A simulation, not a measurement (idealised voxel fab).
This is a process module. Its name is voxel self aligned vias.
Section shown: cut. Width: 275 nm. Cell size: 5 nm, square.
Square cells in a grid make up a cross-section in this document, and the grid is given as bands, listed from the top down, each one or more rows of cells.
Band: top and bottom heights (nm) first, top before bottom; then materials from left to right, widths in nm. "all across" marks a sole material filling the band edge to edge. "blank" denotes empty space.
Basically, 0 is our baseline, since under it the wafer straight out of the box is all one material. The bottom band has no lower end and keeps on going down, so it looks like "0 and below".
A two-number width, for instance "30->40", indicates that the width is equal to the first number in the top row of the band and to the second number in the bottom row, and that it changes by a constant amount per row of cells.
Where the words "no alteration" appear for a step, the cross-section shows no cell changed by that step; every cell remained as before.
Under "Enclosed voids" you'll find the enclosed gaps, the ones with no way out to the top, that are 8 cells or bigger; each reads width x height at distance, with distance counted from the left edge, everything in nm.
Step line, after settings: the simulator's comment on this step.
Steps that use a mask can have "overlay nm" on their line. It says how far the mask sat to the right of where it was meant to be. Negative means to the left.
**Set out below are the planned steps of the process**
1) RECEIVE, material Si
2) CONFORMAL_DEP, material SiO2, thk nm 15
3) CONFORMAL_DEP, material SiCN, thk nm 5
4) DIRECTIONAL_DEP, material lowk, thk nm 30
5) DIRECTIONAL_DEP, material aC, thk nm 10
6) PATTERN, tone open, mask id LINES, material resist, width nm 25, pitch nm 75, thk nm 30, overlay nm 0
7) DIRECTIONAL_ETCH, etch materials aC, depth nm 10
8) STRIP, etch materials resist
9) DIRECTIONAL_ETCH, etch materials lowk, depth nm 30
10) STRIP, etch materials aC
11) CONFORMAL_DEP, material TiN, thk nm 5
12) FILL_DEP, material Ru, thk nm 10
13) CMP, height nm 50
14) SELECTIVE_ETCH, etch materials W Ru TiN, depth nm 10
15) FILL_DEP, material SiN, thk nm 5
16) CMP, height nm 50
17) DIRECTIONAL_DEP, material lowk, thk nm 20
18) MASKED_ETCH, tone open, mask id VIAS, width nm 45, pitch nm 75, etch materials lowk, depth nm 20, overlay nm 0
19) MASKED_ETCH, tone open, mask id VIAS, width nm 45, pitch nm 75, etch materials SiN, depth nm 10, overlay nm -15
20) CONFORMAL_DEP, material TiN, thk nm 5
21) FILL_DEP, material W, thk nm 5
22) CMP, height nm 70
23) CONFORMAL_DEP, material SiCN, thk nm 5
It is noted that the wafers described herein are identical at the outset and are distinguished by the overlay nm of step 19; the value stated in the plan corresponds to the first wafer.
**first wafer as received, after step 1**
* 0 and below  Si all across
* Enclosed voids: none
**Below: a row per wafer. Contents at end of module: for every material, cells gained since receipt (+) or lost since receipt (-); then closed voids**
overlay nm -15; +27 Ru; +110 SiCN; +6 SiN; +165 SiO2; +90 TiN; +75 W; +352 lowk; Enclosed voids: none
overlay nm -10; +27 Ru; +110 SiCN; +165 SiO2; +90 TiN; +81 W; +352 lowk; Enclosed voids: none
overlay nm -5; +27 Ru; +110 SiCN; +165 SiO2; +90 TiN; +81 W; +352 lowk; Enclosed voids: none
overlay nm 0; +27 Ru; +110 SiCN; +165 SiO2; +90 TiN; +81 W; +352 lowk; Enclosed voids: none
overlay nm 5; +27 Ru; +110 SiCN; +165 SiO2; +90 TiN; +81 W; +352 lowk; Enclosed voids: none
overlay nm 10; +27 Ru; +110 SiCN; +165 SiO2; +90 TiN; +81 W; +352 lowk; Enclosed voids: none
overlay nm 15; +27 Ru; +110 SiCN; +6 SiN; +165 SiO2; +90 TiN; +75 W; +352 lowk; Enclosed voids: none
